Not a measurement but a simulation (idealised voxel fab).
Herein follows the process module entitled voxel self aligned contacts.
This is section cut - it's 255 nm across, gridded in 5 nm square cells.
If you're reading a cross-section in this doc, picture square cells in a grid; it comes to you as bands, top ones listed first down to the bottom, and a band can be one or more rows of cells. Within each band entry, the heights of the top and of the bottom of the band appear first, in that order and in nm; the materials of the band then follow from left to right, each with its corresponding width in nm. The designation "all across" on a single material indicates that it fills the band from edge to edge; the designation "empty" indicates empty space. Height datum 0, below which the as-received substrate wafer is one material. Lowest band open at the bottom, running downward: "0 and below". So if you see something like "30..40" for the width, read it as the top row of the band sitting at the first number and the bottom row at the second, with every row in between moving by the same amount as the last. The cross-section has no changed cell in any step marked "remains unaltered". Closed empty spaces (no open way to the top) of 8 cells or more are what "Enclosed void listing" lists, each as width x height at distance from the left edge, nm for all three. The remark found on a step's line after its settings is issued by the simulator itself and pertains to that step. Steps that use a mask can have "overlay nm" on their line. It says how far the mask sat to the right of where it was meant to be. Negative means to the left.
-- So here's the lineup of process steps we planned
1) RECEIVE,material Si
2) CONFORMAL_DEP,material SiO2,thk nm 5
3) DIRECTIONAL_DEP,material polySi,thk nm 25
4) DIRECTIONAL_DEP,material SiN,thk nm 25
5) MASKED_ETCH,tone cover,mask id GATE,width nm 30,pitch nm 70,etch materials SiN,depth nm 25,overlay nm 0
6) MASKED_ETCH,tone cover,mask id GATE,width nm 30,pitch nm 70,etch materials polySi,depth nm 25,overlay nm 0
7) CONFORMAL_DEP,material SiN,thk nm 10
8) DIRECTIONAL_ETCH,etch materials SiN,depth nm 10
9) FILL_DEP,material SiO2,thk nm 10
10) CMP,height nm 60
11) DIRECTIONAL_DEP,material aC,thk nm 15
12) PATTERN,tone open,mask id CONTACT,material resist,width nm 50,thk nm 30,overlay nm 0
13) DIRECTIONAL_ETCH,etch materials aC,depth nm 15
14) STRIP,etch materials resist
15) DIRECTIONAL_ETCH,etch materials SiO2,depth nm 60
16) STRIP,etch materials aC
17) CONFORMAL_DEP,material TiN,thk nm 5
18) FILL_DEP,material Ru,thk nm 5
19) CMP,height nm 60
20) CONFORMAL_DEP,material SiCN,thk nm 5
-- First out of two wafers; run went to plan
-- Shown in cross-section is the wafer as received, that is, as it stands after step 1
	0 and below  Si all across
	Enclosed void listing: none
-- Take a look at the wafer's cross-section after step 2
	5 down to 0  SiO2 all across
	At heights below 0, the structure remains unaltered.
-- Take a look at the wafer's cross-section after step 3
	30 down to 5  polySi all across
	At heights below 5, the structure remains unaltered.
-- Take a look at the wafer's cross-section after step 4
	55 down to 30  SiN all across
	At heights below 30, the structure remains unaltered.
-- Take a look at the wafer's cross-section after step 5
	55 down to 30  empty=75  SiN=30  empty=40  SiN=30  empty=80
	At heights below 30, the structure remains unaltered.
-- Take a look at the wafer's cross-section after step 6
	55 down to 30  empty=75  SiN=30  empty=40  SiN=30  empty=80
	30 down to 5  empty=75  polySi=30  empty=40  polySi=30  empty=80
	At heights below 5, the structure remains unaltered.
-- Take a look at the wafer's cross-section after step 7
	65 down to 30  empty=65  SiN=50  empty=20  SiN=50  empty=70
	30 down to 15  empty=65  SiN=10  polySi=30  SiN=10  empty=20  SiN=10  polySi=30  SiN=10  empty=70
	15 down to 5  SiN=75  polySi=30  SiN=40  polySi=30  SiN=80
	At heights below 5, the structure remains unaltered.
-- Take a look at the wafer's cross-section after step 8
	55 down to 30  empty=65  SiN=50  empty=20  SiN=50  empty=70
	30 down to 5  empty=65  SiN=10  polySi=30  SiN=10  empty=20  SiN=10  polySi=30  SiN=10  empty=70
	At heights below 5, the structure remains unaltered.
-- Take a look at the wafer's cross-section after step 9
	65 down to 55  SiO2 all across
	55 down to 30  SiO2=65  SiN=50  SiO2=20  SiN=50  SiO2=70
	30 down to 5  SiO2=65  SiN=10  polySi=30  SiN=10  SiO2=20  SiN=10  polySi=30  SiN=10  SiO2=70
	At heights below 5, the structure remains unaltered.
-- Take a look at the wafer's cross-section after step 10
	60 down to 55  SiO2 all across
	At heights below 55, the structure remains unaltered.
-- Take a look at the wafer's cross-section after step 11
	75 down to 60  aC all across
	At heights below 60, the structure remains unaltered.
-- Take a look at the wafer's cross-section after step 12
	105 down to 75  resist=100  empty=50  resist=105
	At heights below 75, the structure remains unaltered.
-- Take a look at the wafer's cross-section after step 13
	90 down to 75  resist=100  empty=50  resist=105
	75 down to 60  aC=100  empty=50  aC=105
	At heights below 60, the structure remains unaltered.
-- Take a look at the wafer's cross-section after step 14
	75 down to 60  aC=100  empty=50  aC=105
	At heights below 60, the structure remains unaltered.
-- Take a look at the wafer's cross-section after step 15
	75 down to 60  aC=100  empty=50  aC=105
	60 down to 55  SiO2=100  empty=50  SiO2=105
	55 down to 30  SiO2=65  SiN=50  empty=20  SiN=50  SiO2=70
	30 down to 5  SiO2=65  SiN=10  polySi=30  SiN=10  empty=20  SiN=10  polySi=30  SiN=10  SiO2=70
	5 down to 0  SiO2=115  empty=20  SiO2=120
	At heights below 0, the structure remains unaltered.
-- Take a look at the wafer's cross-section after step 16
	60 down to 55  SiO2=100  empty=50  SiO2=105
	At heights below 55, the structure remains unaltered.
-- Take a look at the wafer's cross-section after step 17
	65 down to 60  TiN=105  empty=40  TiN=110
	60 down to 55  SiO2=100  TiN=20  empty=10  TiN=20  SiO2=105
	55 down to 30  SiO2=65  SiN=50  TiN=5  empty=10  TiN=5  SiN=50  SiO2=70
	30 down to 5  SiO2=65  SiN=10  polySi=30  SiN=10  TiN=5  empty=10  TiN=5  SiN=10  polySi=30  SiN=10  SiO2=70
	5 down to 0  SiO2=115  TiN=20  SiO2=120
	At heights below 0, the structure remains unaltered.
-- Take a look at the wafer's cross-section after step 18
	70 down to 65  Ru all across
	65 down to 60  TiN=105  Ru=40  TiN=110
	60 down to 55  SiO2=100  TiN=20  Ru=10  TiN=20  SiO2=105
	55 down to 30  SiO2=65  SiN=50  TiN=5  Ru=10  TiN=5  SiN=50  SiO2=70
	30 down to 5  SiO2=65  SiN=10  polySi=30  SiN=10  TiN=5  Ru=10  TiN=5  SiN=10  polySi=30  SiN=10  SiO2=70
	At heights below 5, the structure remains unaltered.
-- Take a look at the wafer's cross-section after step 19
	60 down to 55  SiO2=100  TiN=20  Ru=10  TiN=20  SiO2=105
	At heights below 55, the structure remains unaltered.
-- Take a look at the wafer's cross-section after step 20
	65 down to 60  SiCN all across
	At heights below 60, the structure remains unaltered.
-- The second wafer: identical to the first at the outset and in its planned sequence, differing only in that one mistake was made during processing; up to and including step 1, its path is the first wafer's path
-- Second wafer at the planned finish of step 2, seen in cross-section
	5 down to 0  SiN all across
	At heights below 0, the structure remains unaltered.
-- Second wafer at the planned finish of step 3, seen in cross-section
	30 down to 5  polySi all across
	At heights below 5, the structure remains unaltered.
-- Second wafer at the planned finish of step 4, seen in cross-section
	55 down to 30  SiN all across
	At heights below 30, the structure remains unaltered.
-- Second wafer at the planned finish of step 5, seen in cross-section
	55 down to 30  empty=75  SiN=30  empty=40  SiN=30  empty=80
	At heights below 30, the structure remains unaltered.
-- Second wafer at the planned finish of step 6, seen in cross-section
	55 down to 30  empty=75  SiN=30  empty=40  SiN=30  empty=80
	30 down to 5  empty=75  polySi=30  empty=40  polySi=30  empty=80
	At heights below 5, the structure remains unaltered.
-- Second wafer at the planned finish of step 7, seen in cross-section
	65 down to 30  empty=65  SiN=50  empty=20  SiN=50  empty=70
	30 down to 15  empty=65  SiN=10  polySi=30  SiN=10  empty=20  SiN=10  polySi=30  SiN=10  empty=70
	15 down to 5  SiN=75  polySi=30  SiN=40  polySi=30  SiN=80
	At heights below 5, the structure remains unaltered.
-- Second wafer at the planned finish of step 8, seen in cross-section
	55 down to 30  empty=65  SiN=50  empty=20  SiN=50  empty=70
	30 down to 5  empty=65  SiN=10  polySi=30  SiN=10  empty=20  SiN=10  polySi=30  SiN=10  empty=70
	At heights below 5, the structure remains unaltered.
-- Second wafer at the planned finish of step 9, seen in cross-section
	65 down to 55  SiO2 all across
	55 down to 30  SiO2=65  SiN=50  SiO2=20  SiN=50  SiO2=70
	30 down to 5  SiO2=65  SiN=10  polySi=30  SiN=10  SiO2=20  SiN=10  polySi=30  SiN=10  SiO2=70
	At heights below 5, the structure remains unaltered.
-- Second wafer at the planned finish of step 10, seen in cross-section
	60 down to 55  SiO2 all across
	At heights below 55, the structure remains unaltered.
-- Second wafer at the planned finish of step 11, seen in cross-section
	75 down to 60  aC all across
	At heights below 60, the structure remains unaltered.
-- Second wafer at the planned finish of step 12, seen in cross-section
	105 down to 75  resist=100  empty=50  resist=105
	At heights below 75, the structure remains unaltered.
-- Second wafer at the planned finish of step 13, seen in cross-section
	90 down to 75  resist=100  empty=50  resist=105
	75 down to 60  aC=100  empty=50  aC=105
	At heights below 60, the structure remains unaltered.
-- Second wafer at the planned finish of step 14, seen in cross-section
	75 down to 60  aC=100  empty=50  aC=105
	At heights below 60, the structure remains unaltered.
-- Second wafer at the planned finish of step 15, seen in cross-section
	75 down to 60  aC=100  empty=50  aC=105
	60 down to 55  SiO2=100  empty=50  SiO2=105
	55 down to 30  SiO2=65  SiN=50  empty=20  SiN=50  SiO2=70
	30 down to 5  SiO2=65  SiN=10  polySi=30  SiN=10  empty=20  SiN=10  polySi=30  SiN=10  SiO2=70
	At heights below 5, the structure remains unaltered.
-- Second wafer at the planned finish of step 16, seen in cross-section
	60 down to 55  SiO2=100  empty=50  SiO2=105
	At heights below 55, the structure remains unaltered.
-- Second wafer at the planned finish of step 17, seen in cross-section
	65 down to 60  TiN=105  empty=40  TiN=110
	60 down to 55  SiO2=100  TiN=20  empty=10  TiN=20  SiO2=105
	55 down to 30  SiO2=65  SiN=50  TiN=5  empty=10  TiN=5  SiN=50  SiO2=70
	30 down to 10  SiO2=65  SiN=10  polySi=30  SiN=10  TiN=5  empty=10  TiN=5  SiN=10  polySi=30  SiN=10  SiO2=70
	10 down to 5  SiO2=65  SiN=10  polySi=30  SiN=10  TiN=20  SiN=10  polySi=30  SiN=10  SiO2=70
	At heights below 5, the structure remains unaltered.
-- Second wafer at the planned finish of step 18, seen in cross-section
	70 down to 65  Ru all across
	65 down to 60  TiN=105  Ru=40  TiN=110
	60 down to 55  SiO2=100  TiN=20  Ru=10  TiN=20  SiO2=105
	55 down to 30  SiO2=65  SiN=50  TiN=5  Ru=10  TiN=5  SiN=50  SiO2=70
	30 down to 10  SiO2=65  SiN=10  polySi=30  SiN=10  TiN=5  Ru=10  TiN=5  SiN=10  polySi=30  SiN=10  SiO2=70
	At heights below 10, the structure remains unaltered.
-- Second wafer at the planned finish of step 19, seen in cross-section
	60 down to 55  SiO2=100  TiN=20  Ru=10  TiN=20  SiO2=105
	At heights below 55, the structure remains unaltered.
-- Second wafer at the planned finish of step 20, seen in cross-section
	65 down to 60  SiCN all across
	At heights below 60, the structure remains unaltered.
Error vs. plan: so step 2 ended up running with a different setting than we planned, it ran as CONFORMAL_DEP,material SiN,thk nm 5
Once processing is complete, comparing cell counts shows that the second wafer has more or fewer of certain materials than the first: -2 Ru | +51 SiN | -47 SiO2 | -2 TiN
